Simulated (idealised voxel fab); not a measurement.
process module | voxel capacitor over wiring
cross-section cut | 235 nm wide | cells 5 nm
A cross-section is a grid of square cells, given in bands from the top down. A band is one or more rows of cells.
Each band's line starts with the height of the band's top and of its bottom, in nm. Then come its materials from left to right, each with its width in nm. One material with "throughout" fills the band from edge to edge. "air" is empty space.
Height 0 is the level under which the wafer as received is all one material. The lowest band goes on downwards, as in "0 down".
A width such as "30 to 40" changes by the same amount from each row of cells to the next, from the band's top row to its bottom row.
"no change" after a step means that no cell of the cross-section changed.
closed voids: empty space of 8 cells or more with no open way to the top, each as width x height at its distance from the left edge, in nm
after a step's settings: what the simulator itself notes on the step
overlay nm, on a step with a mask: how far to the right of its planned place the mask lay; to the left if negative
plan
1 op RECEIVE | material Si
2 op CONFORMAL_DEP | material SiO2 | thk nm 15
3 op DIRECTIONAL_DEP | material TiN | thk nm 5
4 op DIRECTIONAL_DEP | material W | thk nm 20
5 op MASKED_ETCH | tone cover | mask id METAL_1 | width nm 25 | pitch nm 95 | etch materials W | depth nm 20 | overlay nm 0
6 op MASKED_ETCH | tone cover | mask id METAL_1 | width nm 25 | pitch nm 95 | etch materials TiN | depth nm 5 | overlay nm 0
7 op CONFORMAL_DEP | material SiN | thk nm 5
8 op FILL_DEP | material lowk | thk nm 5
9 op CMP | height nm 40
10 op CONFORMAL_DEP | material SiCN | thk nm 5
11 op DIRECTIONAL_DEP | material SiO2 | thk nm 20
12 op MASKED_ETCH | tone open | mask id PLUG_1 | width nm 15 | etch materials SiO2 | depth nm 20 | overlay nm 0
13 op MASKED_ETCH | tone open | mask id PLUG_1 | width nm 15 | etch materials SiCN | depth nm 5 | overlay nm 0
14 op EPI | material Ru | thk nm 10
15 op EPI | material Ru | thk nm 10
16 op EPI | material Ru | thk nm 5
17 op DIRECTIONAL_DEP | material TiN | thk nm 10
18 op DIRECTIONAL_DEP | material Al2O3 | thk nm 5
19 op DIRECTIONAL_DEP | material TiN | thk nm 10
20 op DIRECTIONAL_DEP | material aC | thk nm 15
21 op PATTERN | tone cover | mask id UPPER_PLATE | material resist | width nm 75 | thk nm 35 | overlay nm 0
22 op DIRECTIONAL_ETCH | etch materials aC | depth nm 15
23 op STRIP | etch materials resist
24 op DIRECTIONAL_ETCH | etch materials TiN | depth nm 10
25 op DIRECTIONAL_ETCH | etch materials Al2O3 | depth nm 5
26 op STRIP | etch materials aC
27 op MASKED_ETCH | tone cover | mask id LOWER_PLATE | width nm 85 | etch materials TiN | depth nm 10 | overlay nm 0
28 op FILL_DEP | material SiO2 | thk nm 15
29 op CMP | height nm 100
30 op DIRECTIONAL_DEP | material aC | thk nm 10
31 op PATTERN | tone open | mask id PLUG_2 | material resist | width nm 15 | thk nm 25 | overlay nm 0
32 op DIRECTIONAL_ETCH | etch materials aC | depth nm 10
33 op STRIP | etch materials resist
34 op DIRECTIONAL_ETCH | etch materials SiO2 | depth nm 10
35 op STRIP | etch materials aC
36 op CONFORMAL_DEP | material TiN | thk nm 5
37 op FILL_DEP | material Ru | thk nm 10
38 op CMP | height nm 100
39 op CONFORMAL_DEP | material SiN | thk nm 5
as received, after step 1
  0 down: Si throughout
  closed voids: none
a wafer at the end: this start, this plan, one mistake
  105 to 100: SiN throughout
  100 to 95: SiO2 75 | TiN 5 | Ru 5 | TiN 5 | SiO2 145
  95 to 90: SiO2 75 | TiN 15 | SiO2 145
  90 to 80: SiO2 65 | TiN 75 | SiO2 95
  80 to 75: SiO2 65 | Al2O3 75 | SiO2 95
  75 to 70: SiO2 60 | TiN 85 | SiO2 90
  70 to 65: TiN throughout
  65 to 45: SiO2 65 | Ru 15 | SiO2 155
  45 to 40: SiCN 65 | Ru 15 | SiCN 155
  40 to 20: lowk 50 | SiN 5 | W 25 | SiN 5 | lowk 60 | SiN 5 | W 25 | SiN 5 | lowk 55
  20 to 15: SiN 55 | TiN 25 | SiN 70 | TiN 25 | SiN 60
  15 to 0: SiO2 throughout
  0 down: Si throughout
  closed voids: none
what went wrong: step 27 ran as: op MASKED_ETCH | tone cover | mask id LOWER_PLATE | width nm 85 | etch materials TiN | depth nm 5 | overlay nm 0
